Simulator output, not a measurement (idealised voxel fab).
process module | voxel tone inversion
cross-section cut | 140 nm wide | cells 5 nm
A cross-section is a grid of square cells, given in bands from the top down. A band is one or more rows of cells.
Each band's line starts with the height of the band's top and of its bottom, in nm. Then come its materials from left to right, each with its width in nm. One material with "throughout" fills the band from edge to edge. "air" is empty space.
Height 0 is the level under which the wafer as received is all one material. The lowest band goes on downwards, as in "0 down".
A width such as "30 to 40" changes by the same amount from each row of cells to the next, from the band's top row to its bottom row.
"no change" after a step means that no cell of the cross-section changed.
closed voids: empty space of 8 cells or more with no open way to the top, each as width x height at its distance from the left edge, in nm
after a step's settings: what the simulator itself notes on the step
overlay nm, on a step with a mask: how far to the right of its planned place the mask lay; to the left if negative
plan
1 op RECEIVE | material Si
2 op CONFORMAL_DEP | material SiCN | thk nm 10
3 op DIRECTIONAL_DEP | material aC | thk nm 20
4 op PATTERN | tone cover | mask id POSTS | material resist | width nm 15 | pitch nm 45 | thk nm 30 | overlay nm -15
5 op DIRECTIONAL_ETCH | etch materials aC | depth nm 20
6 op STRIP | etch materials resist
7 op FILL_DEP | material lowk | thk nm 5
8 op CMP | height nm 30
9 op STRIP | etch materials aC
varied across the wafers: overlay nm of step 4. The plan shows the first wafer's value. All wafers start alike
first wafer as received, after step 1
  0 down: Si throughout
  closed voids: none
each wafer at the end: cells of each material gained (+) or lost (-) since it was received, then its closed voids
overlay nm -15 | +56 SiCN | +88 lowk | closed voids: none
overlay nm -10 | +56 SiCN | +88 lowk | closed voids: none
overlay nm -5 | +56 SiCN | +88 lowk | closed voids: none
overlay nm 0 | +56 SiCN | +88 lowk | closed voids: none
overlay nm 5 | +56 SiCN | +88 lowk | closed voids: none
overlay nm 10 | +56 SiCN | +88 lowk | closed voids: none
overlay nm 15 | +56 SiCN | +88 lowk | closed voids: none
